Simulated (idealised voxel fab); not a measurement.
Module name: voxel trench capacitor (process module)
Cross-section cut: width 255 nm, square cells of 5 nm.
Bands, listed from the top down, are how a cross-section gets written in this document; the cross-section itself is a grid of square cells, and a band is one or more rows of them. This entry defines a band. It first specifies the height of the band's top and the height of its bottom in nm, and then specifies the band's materials from left to right, stating each material with its width in nm. The word "all across" identifies a single material that fills the band from edge to edge, while the word "air" identifies empty space. The reference from which all heights are counted is 0, the level beneath which the as-received wafer is entirely one material; the lowest band, having no lower bound, proceeds downward and is written after the example "0..down". The two numbers in a width such as "30->40" mark its ends across the band: the first belongs to the top row of cells, the second to the bottom row, and from each row to the next the width moves by the same amount. Reading "no change" for a step: not a cell of the cross-section changed in it. This entry, "Closed void list", enumerates those empty regions of no fewer than 8 cells that possess no open connection to the top. Each region is reported in the form width x height at distance, the distance being taken from the left edge, with all three quantities expressed in nm. If you see something after the settings on a step's line, that's the simulator's own remark about that step. The optional step-line setting "overlay nm" applies to steps with a mask and quantifies how far to the right of its planned location the mask lay, a negative value indicating leftward placement. Before/after cross-section pairs, one process step each; after shown to lowest changed band; step and settings beneath. Pairs may be from different runs of this module on the same starting wafer; a pair continues from the one above only where its "Pre-step geometry" entry says so.

Pre-step geometry:
    0..down | Si all across
    Closed void list: none

After the Step:
    10..0 | SiN all across
    Under 0: no change, same as before.
    Closed void list: none
Step, pre vs post cross-sections above: CONFORMAL_DEP | material SiN | thk nm 10

Pre-step geometry: the pre-step structure is the one depicted after the step in the pair just above.

After the Step:
    10..0 | SiN=90 / air=25 / SiN=25 / air=25 / SiN=90
    Under 0: no change, same as before.
    Closed void list: none
Step, pre vs post cross-sections above: MASKED_ETCH | tone open | mask id TRENCH | width nm 25 | pitch nm 50 | etch materials SiN | depth nm 10 | overlay nm 0

Pre-step geometry: the pre-step structure is the one depicted after the step in the pair just above.

After the Step:
    10..0 | SiN=90 / air=25 / SiN=25 / air=25 / SiN=90
    0..-40 | Si=90 / air=25 / Si=25 / air=25 / Si=90
    Under -40: no change, same as before.
    Closed void list: none
Step, pre vs post cross-sections above: MASKED_ETCH | tone open | mask id TRENCH | width nm 25 | pitch nm 50 | etch materials Si | depth nm 40 | overlay nm 0

Pre-step geometry: the pre-step structure is the one depicted after the step in the pair just above.

After the Step:
    15..10 | Al2O3=95 / air=15 / Al2O3=35 / air=15 / Al2O3=95
    10..0 | SiN=90 / Al2O3=5 / air=15 / Al2O3=5 / SiN=25 / Al2O3=5 / air=15 / Al2O3=5 / SiN=90
    0..-35 | Si=90 / Al2O3=5 / air=15 / Al2O3=5 / Si=25 / Al2O3=5 / air=15 / Al2O3=5 / Si=90
    -35..-40 | Si=90 / Al2O3=25 / Si=25 / Al2O3=25 / Si=90
    Under -40: no change, same as before.
    Closed void list: none
Step, pre vs post cross-sections above: CONFORMAL_DEP | material Al2O3 | thk nm 5

Pre-step geometry: the pre-step structure is the one depicted after the step in the pair just above.

After the Step:
    20..15 | TiN=100 / air=5 / TiN=45 / air=5 / TiN=100
    15..10 | Al2O3=95 / TiN=5 / air=5 / TiN=5 / Al2O3=35 / TiN=5 / air=5 / TiN=5 / Al2O3=95
    10..0 | SiN=90 / Al2O3=5 / TiN=5 / air=5 / TiN=5 / Al2O3=5 / SiN=25 / Al2O3=5 / TiN=5 / air=5 / TiN=5 / Al2O3=5 / SiN=90
    0..-30 | Si=90 / Al2O3=5 / TiN=5 / air=5 / TiN=5 / Al2O3=5 / Si=25 / Al2O3=5 / TiN=5 / air=5 / TiN=5 / Al2O3=5 / Si=90
    -30..-35 | Si=90 / Al2O3=5 / TiN=15 / Al2O3=5 / Si=25 / Al2O3=5 / TiN=15 / Al2O3=5 / Si=90
    Under -35: no change, same as before.
    Closed void list: none
Step, pre vs post cross-sections above: CONFORMAL_DEP | material TiN | thk nm 5

Pre-step geometry: the pre-step structure is the one depicted after the step in the pair just above.

After the Step:
    25..20 | W all across
    20..15 | TiN=100 / W=5 / TiN=45 / W=5 / TiN=100
    15..10 | Al2O3=95 / TiN=5 / W=5 / TiN=5 / Al2O3=35 / TiN=5 / W=5 / TiN=5 / Al2O3=95
    10..0 | SiN=90 / Al2O3=5 / TiN=5 / W=5 / TiN=5 / Al2O3=5 / SiN=25 / Al2O3=5 / TiN=5 / W=5 / TiN=5 / Al2O3=5 / SiN=90
    0..-30 | Si=90 / Al2O3=5 / TiN=5 / W=5 / TiN=5 / Al2O3=5 / Si=25 / Al2O3=5 / TiN=5 / W=5 / TiN=5 / Al2O3=5 / Si=90
    Under -30: no change, same as before.
    Closed void list: none
Step, pre vs post cross-sections above: FILL_DEP | material W | thk nm 5

Pre-step geometry: the pre-step structure is the one depicted after the step in the pair just above.

After the Step:
    10..0 | SiN=90 / Al2O3=5 / TiN=5 / W=5 / TiN=5 / Al2O3=5 / SiN=25 / Al2O3=5 / TiN=5 / W=5 / TiN=5 / Al2O3=5 / SiN=90
    Under 0: no change, same as before.
    Closed void list: none
Step, pre vs post cross-sections above: CMP | height nm 10

Pre-step geometry:
    25..20 | W all across
    20..15 | TiN=100 / W=5 / TiN=45 / W=5 / TiN=100
    15..10 | Al2O3=95 / TiN=5 / W=5 / TiN=5 / Al2O3=35 / TiN=5 / W=5 / TiN=5 / Al2O3=95
    10..0 | SiN=90 / Al2O3=5 / TiN=5 / W=5 / TiN=5 / Al2O3=5 / SiN=25 / Al2O3=5 / TiN=5 / W=5 / TiN=5 / Al2O3=5 / SiN=90
    0..-30 | Si=90 / Al2O3=5 / TiN=5 / W=5 / TiN=5 / Al2O3=5 / Si=25 / Al2O3=5 / TiN=5 / W=5 / TiN=5 / Al2O3=5 / Si=90
    -30..-35 | Si=90 / Al2O3=5 / TiN=15 / Al2O3=5 / Si=25 / Al2O3=5 / TiN=15 / Al2O3=5 / Si=90
    -35..-40 | Si=90 / Al2O3=25 / Si=25 / Al2O3=25 / Si=90
    -40..down | Si all across
    Closed void list: none

After the Step:
    30..20 | W all across
    Under 20: no change, same as before.
    Closed void list: none
Step, pre vs post cross-sections above: FILL_DEP | material W | thk nm 5

Pre-step geometry: the pre-step structure is the one depicted after the step in the pair just above.

After the Step:
    10..0 | SiN=90 / Al2O3=5 / TiN=5 / W=5 / TiN=5 / Al2O3=5 / SiN=25 / Al2O3=5 / TiN=5 / W=5 / TiN=5 / Al2O3=5 / SiN=90
    Under 0: no change, same as before.
    Closed void list: none
Step, pre vs post cross-sections above: CMP | height nm 10

Pre-step geometry:
    10..0 | SiN=90 / air=25 / SiN=25 / air=25 / SiN=90
    0..-40 | Si=90 / air=25 / Si=25 / air=25 / Si=90
    -40..down | Si all across
    Closed void list: none

After the Step:
    15..10 | TiN=95 / air=15 / TiN=35 / air=15 / TiN=95
    10..0 | SiN=90 / TiN=5 / air=15 / TiN=5 / SiN=25 / TiN=5 / air=15 / TiN=5 / SiN=90
    0..-35 | Si=90 / TiN=5 / air=15 / TiN=5 / Si=25 / TiN=5 / air=15 / TiN=5 / Si=90
    -35..-40 | Si=90 / TiN=25 / Si=25 / TiN=25 / Si=90
    Under -40: no change, same as before.
    Closed void list: none
Step, pre vs post cross-sections above: CONFORMAL_DEP | material TiN | thk nm 5

Pre-step geometry: the pre-step structure is the one depicted after the step in the pair just above.

After the Step:
    20..15 | Al2O3=100 / air=5 / Al2O3=45 / air=5 / Al2O3=100
    15..10 | TiN=95 / Al2O3=5 / air=5 / Al2O3=5 / TiN=35 / Al2O3=5 / air=5 / Al2O3=5 / TiN=95
    10..0 | SiN=90 / TiN=5 / Al2O3=5 / air=5 / Al2O3=5 / TiN=5 / SiN=25 / TiN=5 / Al2O3=5 / air=5 / Al2O3=5 / TiN=5 / SiN=90
    0..-30 | Si=90 / TiN=5 / Al2O3=5 / air=5 / Al2O3=5 / TiN=5 / Si=25 / TiN=5 / Al2O3=5 / air=5 / Al2O3=5 / TiN=5 / Si=90
    -30..-35 | Si=90 / TiN=5 / Al2O3=15 / TiN=5 / Si=25 / TiN=5 / Al2O3=15 / TiN=5 / Si=90
    Under -35: no change, same as before.
    Closed void list: none
Step, pre vs post cross-sections above: CONFORMAL_DEP | material Al2O3 | thk nm 5

Pre-step geometry: the pre-step structure is the one depicted after the step in the pair just above.

After the Step:
    25..20 | W all across
    20..15 | Al2O3=100 / W=5 / Al2O3=45 / W=5 / Al2O3=100
    15..10 | TiN=95 / Al2O3=5 / W=5 / Al2O3=5 / TiN=35 / Al2O3=5 / W=5 / Al2O3=5 / TiN=95
    10..0 | SiN=90 / TiN=5 / Al2O3=5 / W=5 / Al2O3=5 / TiN=5 / SiN=25 / TiN=5 / Al2O3=5 / W=5 / Al2O3=5 / TiN=5 / SiN=90
    0..-30 | Si=90 / TiN=5 / Al2O3=5 / W=5 / Al2O3=5 / TiN=5 / Si=25 / TiN=5 / Al2O3=5 / W=5 / Al2O3=5 / TiN=5 / Si=90
    Under -30: no change, same as before.
    Closed void list: none
Step, pre vs post cross-sections above: FILL_DEP | material W | thk nm 5

Pre-step geometry: the pre-step structure is the one depicted after the step in the pair just above.

After the Step:
    10..0 | SiN=90 / TiN=5 / Al2O3=5 / W=5 / Al2O3=5 / TiN=5 / SiN=25 / TiN=5 / Al2O3=5 / W=5 / Al2O3=5 / TiN=5 / SiN=90
    Under 0: no change, same as before.
    Closed void list: none
Step, pre vs post cross-sections above: CMP | height nm 10

Pre-step geometry:
    25..20 | W all across
    20..15 | TiN=100 / W=5 / TiN=45 / W=5 / TiN=100
    15..10 | Al2O3=95 / TiN=5 / W=5 / TiN=5 / Al2O3=35 / TiN=5 / W=5 / TiN=5 / Al2O3=95
    10..0 | SiN=90 / Al2O3=5 / TiN=5 / W=5 / TiN=5 / Al2O3=5 / SiN=25 / Al2O3=5 / TiN=5 / W=5 / TiN=5 / Al2O3=5 / SiN=90
    0..-30 | Si=90 / Al2O3=5 / TiN=5 / W=5 / TiN=5 / Al2O3=5 / Si=25 / Al2O3=5 / TiN=5 / W=5 / TiN=5 / Al2O3=5 / Si=90
    -30..-35 | Si=90 / Al2O3=5 / TiN=15 / Al2O3=5 / Si=25 / Al2O3=5 / TiN=15 / Al2O3=5 / Si=90
    -35..-40 | Si=90 / Al2O3=25 / Si=25 / Al2O3=25 / Si=90
    -40..down | Si all across
    Closed void list: none

After the Step:
    20..15 | TiN=100 / W=5 / TiN=45 / W=5 / TiN=100
    Under 15: no change, same as before.
    Closed void list: none
Step, pre vs post cross-sections above: CMP | height nm 20

Pre-step geometry:
    10..0 | SiN all across
    0..down | Si all across
    Closed void list: none

After the Step:
    10..0 | SiN=95 / air=20 / SiN=30 / air=20 / SiN=90
    Under 0: no change, same as before.
    Closed void list: none
Step, pre vs post cross-sections above: MASKED_ETCH | tone open | mask id TRENCH | width nm 20 | pitch nm 50 | etch materials SiN | depth nm 10 | overlay nm 0

Pre-step geometry: the pre-step structure is the one depicted after the step in the pair just above.

After the Step:
    10..0 | SiN=95 / air=20 / SiN=30 / air=20 / SiN=90
    0..-40 | Si=95 / air=20 / Si=30 / air=20 / Si=90
    Under -40: no change, same as before.
    Closed void list: none
Step, pre vs post cross-sections above: MASKED_ETCH | tone open | mask id TRENCH | width nm 25 | pitch nm 50 | etch materials Si | depth nm 40 | overlay nm 0

Pre-step geometry: the pre-step structure is the one depicted after the step in the pair just above.

After the Step:
    15..10 | Al2O3=100 / air=10 / Al2O3=40 / air=10 / Al2O3=95
    10..0 | SiN=95 / Al2O3=5 / air=10 / Al2O3=5 / SiN=30 / Al2O3=5 / air=10 / Al2O3=5 / SiN=90
    0..-35 | Si=95 / Al2O3=5 / air=10 / Al2O3=5 / Si=30 / Al2O3=5 / air=10 / Al2O3=5 / Si=90
    -35..-40 | Si=95 / Al2O3=20 / Si=30 / Al2O3=20 / Si=90
    Under -40: no change, same as before.
    Closed void list: none
Step, pre vs post cross-sections above: CONFORMAL_DEP | material Al2O3 | thk nm 5

Pre-step geometry: the pre-step structure is the one depicted after the step in the pair just above.

After the Step:
    20..15 | TiN all across
    15..10 | Al2O3=100 / TiN=10 / Al2O3=40 / TiN=10 / Al2O3=95
    10..0 | SiN=95 / Al2O3=5 / TiN=10 / Al2O3=5 / SiN=30 / Al2O3=5 / TiN=10 / Al2O3=5 / SiN=90
    0..-35 | Si=95 / Al2O3=5 / TiN=10 / Al2O3=5 / Si=30 / Al2O3=5 / TiN=10 / Al2O3=5 / Si=90
    Under -35: no change, same as before.
    Closed void list: none
Step, pre vs post cross-sections above: CONFORMAL_DEP | material TiN | thk nm 5

Pre-step geometry: the pre-step structure is the one depicted after the step in the pair just above.

After the Step:
    25..20 | W all across
    Under 20: no change, same as before.
    Closed void list: none
Step, pre vs post cross-sections above: FILL_DEP | material W | thk nm 5

Pre-step geometry: the pre-step structure is the one depicted after the step in the pair just above.

After the Step:
    10..0 | SiN=95 / Al2O3=5 / TiN=10 / Al2O3=5 / SiN=30 / Al2O3=5 / TiN=10 / Al2O3=5 / SiN=90
    Under 0: no change, same as before.
    Closed void list: none
Step, pre vs post cross-sections above: CMP | height nm 10

Pre-step geometry:
    10..0 | SiN all across
    0..down | Si all across
    Closed void list: none

After the Step:
    10..0 | SiN=95 / air=25 / SiN=25 / air=25 / SiN=85
    Under 0: no change, same as before.
    Closed void list: none
Step, pre vs post cross-sections above: MASKED_ETCH | tone open | mask id TRENCH | width nm 25 | pitch nm 50 | etch materials SiN | depth nm 10 | overlay nm 5

Pre-step geometry: the pre-step structure is the one depicted after the step in the pair just above.

After the Step:
    10..0 | SiN=95 / air=25 / SiN=25 / air=25 / SiN=85
    0..-40 | Si=95 / air=20 / Si=30 / air=20 / Si=90
    Under -40: no change, same as before.
    Closed void list: none
Step, pre vs post cross-sections above: MASKED_ETCH | tone open | mask id TRENCH | width nm 25 | pitch nm 50 | etch materials Si | depth nm 40 | overlay nm 0

Pre-step geometry: the pre-step structure is the one depicted after the step in the pair just above.

After the Step:
    15..10 | Al2O3=100 / air=15 / Al2O3=35 / air=15 / Al2O3=90
    10..0 | SiN=95 / Al2O3=5 / air=15->10 / Al2O3=5->10 / SiN=25 / Al2O3=5 / air=15->10 / Al2O3=5->10 / SiN=85
    0..-35 | Si=95 / Al2O3=5 / air=10 / Al2O3=5 / Si=30 / Al2O3=5 / air=10 / Al2O3=5 / Si=90
    -35..-40 | Si=95 / Al2O3=20 / Si=30 / Al2O3=20 / Si=90
    Under -40: no change, same as before.
    Closed void list: none
Step, pre vs post cross-sections above: CONFORMAL_DEP | material Al2O3 | thk nm 5

Pre-step geometry: the pre-step structure is the one depicted after the step in the pair just above.

After the Step:
    20..15 | TiN=105 / air=5 / TiN=45 / air=5 / TiN=95
    15..10 | Al2O3=100 / TiN=5 / air=5 / TiN=5 / Al2O3=35 / TiN=5 / air=5 / TiN=5 / Al2O3=90
    10..0 | SiN=95 / Al2O3=5 / TiN=15->10 / Al2O3=5->10 / SiN=25 / Al2O3=5 / TiN=15->10 / Al2O3=5->10 / SiN=85
    0..-35 | Si=95 / Al2O3=5 / TiN=10 / Al2O3=5 / Si=30 / Al2O3=5 / TiN=10 / Al2O3=5 / Si=90
    Under -35: no change, same as before.
    Closed void list: none
Step, pre vs post cross-sections above: CONFORMAL_DEP | material TiN | thk nm 5

Pre-step geometry: the pre-step structure is the one depicted after the step in the pair just above.

After the Step:
    25..20 | W all across
    20..15 | TiN=105 / W=5 / TiN=45 / W=5 / TiN=95
    15..10 | Al2O3=100 / TiN=5 / W=5 / TiN=5 / Al2O3=35 / TiN=5 / W=5 / TiN=5 / Al2O3=90
    Under 10: no change, same as before.
    Closed void list: none
Step, pre vs post cross-sections above: FILL_DEP | material W | thk nm 5

Pre-step geometry: the pre-step structure is the one depicted after the step in the pair just above.

After the Step:
    10..0 | SiN=95 / Al2O3=5 / TiN=15->10 / Al2O3=5->10 / SiN=25 / Al2O3=5 / TiN=15->10 / Al2O3=5->10 / SiN=85
    Under 0: no change, same as before.
    Closed void list: none
Step, pre vs post cross-sections above: CMP | height nm 10

Pre-step geometry:
    0..down | Si all across
    Closed void list: none

After the Step:
    10..0 | Al2O3 all across
    Under 0: no change, same as before.
    Closed void list: none
Step, pre vs post cross-sections above: CONFORMAL_DEP | material Al2O3 | thk nm 10

Pre-step geometry: the pre-step structure is the one depicted after the step in the pair just above.

After the Step:
    15..0 | Al2O3 all across
    Under 0: no change, same as before.
    Closed void list: none
Step, pre vs post cross-sections above: CONFORMAL_DEP | material Al2O3 | thk nm 5

Pre-step geometry: the pre-step structure is the one depicted after the step in the pair just above.

After the Step:
    20..15 | TiN all across
    Under 15: no change, same as before.
    Closed void list: none
Step, pre vs post cross-sections above: CONFORMAL_DEP | material TiN | thk nm 5

Pre-step geometry: the pre-step structure is the one depicted after the step in the pair just above.

After the Step:
    25..20 | W all across
    Under 20: no change, same as before.
    Closed void list: none
Step, pre vs post cross-sections above: FILL_DEP | material W | thk nm 5

Pre-step geometry: the pre-step structure is the one depicted after the step in the pair just above.

After the Step:
    10..0 | Al2O3 all across
    Under 0: no change, same as before.
    Closed void list: none
Step, pre vs post cross-sections above: CMP | height nm 10

Pre-step geometry:
    10..0 | SiN all across
    0..down | Si all across
    Closed void list: none

After the Step:
    10..0 | air=90 / SiN=25 / air=25 / SiN=25 / air=90
    Under 0: no change, same as before.
    Closed void list: none
Step, pre vs post cross-sections above: MASKED_ETCH | tone cover | mask id TRENCH | width nm 25 | pitch nm 50 | etch materials SiN | depth nm 10 | overlay nm 0

Pre-step geometry: the pre-step structure is the one depicted after the step in the pair just above.

After the Step:
    15..10 | air=85 / Al2O3=35 / air=15 / Al2O3=35 / air=85
    10..5 | air=85 / Al2O3=5 / SiN=25 / Al2O3=5 / air=15 / Al2O3=5 / SiN=25 / Al2O3=5 / air=85
    5..0 | Al2O3=90 / SiN=25 / Al2O3=25 / SiN=25 / Al2O3=90
    Under 0: no change, same as before.
    Closed void list: none
Step, pre vs post cross-sections above: CONFORMAL_DEP | material Al2O3 | thk nm 5

Pre-step geometry: the pre-step structure is the one depicted after the step in the pair just above.

After the Step:
    20..15 | air=80 / TiN=45 / air=5 / TiN=45 / air=80
    15..10 | air=80 / TiN=5 / Al2O3=35 / TiN=5 / air=5 / TiN=5 / Al2O3=35 / TiN=5 / air=80
    10..5 | TiN=85 / Al2O3=5 / SiN=25 / Al2O3=5 / TiN=15 / Al2O3=5 / SiN=25 / Al2O3=5 / TiN=85
    Under 5: no change, same as before.
    Closed void list: none
Step, pre vs post cross-sections above: CONFORMAL_DEP | material TiN | thk nm 5

Pre-step geometry: the pre-step structure is the one depicted after the step in the pair just above.

After the Step:
    25..20 | W all across
    20..15 | W=80 / TiN=45 / W=5 / TiN=45 / W=80
    15..10 | W=80 / TiN=5 / Al2O3=35 / TiN=5 / W=5 / TiN=5 / Al2O3=35 / TiN=5 / W=80
    Under 10: no change, same as before.
    Closed void list: none
Step, pre vs post cross-sections above: FILL_DEP | material W | thk nm 5

Pre-step geometry: the pre-step structure is the one depicted after the step in the pair just above.

After the Step:
    10..5 | TiN=85 / Al2O3=5 / SiN=25 / Al2O3=5 / TiN=15 / Al2O3=5 / SiN=25 / Al2O3=5 / TiN=85
    Under 5: no change, same as before.
    Closed void list: none
Step, pre vs post cross-sections above: CMP | height nm 10
